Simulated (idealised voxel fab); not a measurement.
process module | voxel spacer lines
cross-section cut | 280 nm wide | cells 5 nm
A cross-section is a grid of square cells, given in bands from the top down. A band is one or more rows of cells.
Each band's line starts with the height of the band's top and of its bottom, in nm. Then come its materials from left to right, each with its width in nm. One material with "throughout" fills the band from edge to edge. "air" is empty space.
Height 0 is the level under which the wafer as received is all one material. The lowest band goes on downwards, as in "0 down".
A width such as "30 to 40" changes by the same amount from each row of cells to the next, from the band's top row to its bottom row.
"no change" after a step means that no cell of the cross-section changed.
closed voids: empty space of 8 cells or more with no open way to the top, each as width x height at its distance from the left edge, in nm
after a step's settings: what the simulator itself notes on the step
overlay nm, on a step with a mask: how far to the right of its planned place the mask lay; to the left if negative
plan
1 op RECEIVE | material Si
2 op CONFORMAL_DEP | material Al2O3 | thk nm 10
3 op DIRECTIONAL_DEP | material SiN | thk nm 10
4 op DIRECTIONAL_DEP | material aC | thk nm 20
5 op PATTERN | tone cover | mask id MANDREL | material resist | width nm 15 | pitch nm 50 | thk nm 25 | overlay nm 0
6 op DIRECTIONAL_ETCH | etch materials aC | depth nm 20
7 op STRIP | etch materials resist
8 op CONFORMAL_DEP | material SiO2 | thk nm 10
9 op DIRECTIONAL_ETCH | etch materials SiO2 | depth nm 10
10 op STRIP | etch materials aC
11 op DIRECTIONAL_ETCH | etch materials SiN | depth nm 10
12 op STRIP | etch materials SiO2
13 op FILL_DEP | material SiO2 | thk nm 10
14 op CMP | height nm 20
as received, after step 1
  0 down: Si throughout
  closed voids: none
a wafer at the end: this start, this plan, one mistake
  20 to 10: SiO2 90 | SiN 10 | SiO2 25 | SiN 10 | SiO2 5 | SiN 10 | SiO2 25 | SiN 10 | SiO2 95
  10 to 0: Al2O3 throughout
  0 down: Si throughout
  closed voids: none
what went wrong: step 5 ran as: op PATTERN | tone cover | mask id MANDREL | material resist | width nm 25 | pitch nm 50 | thk nm 25 | overlay nm 0
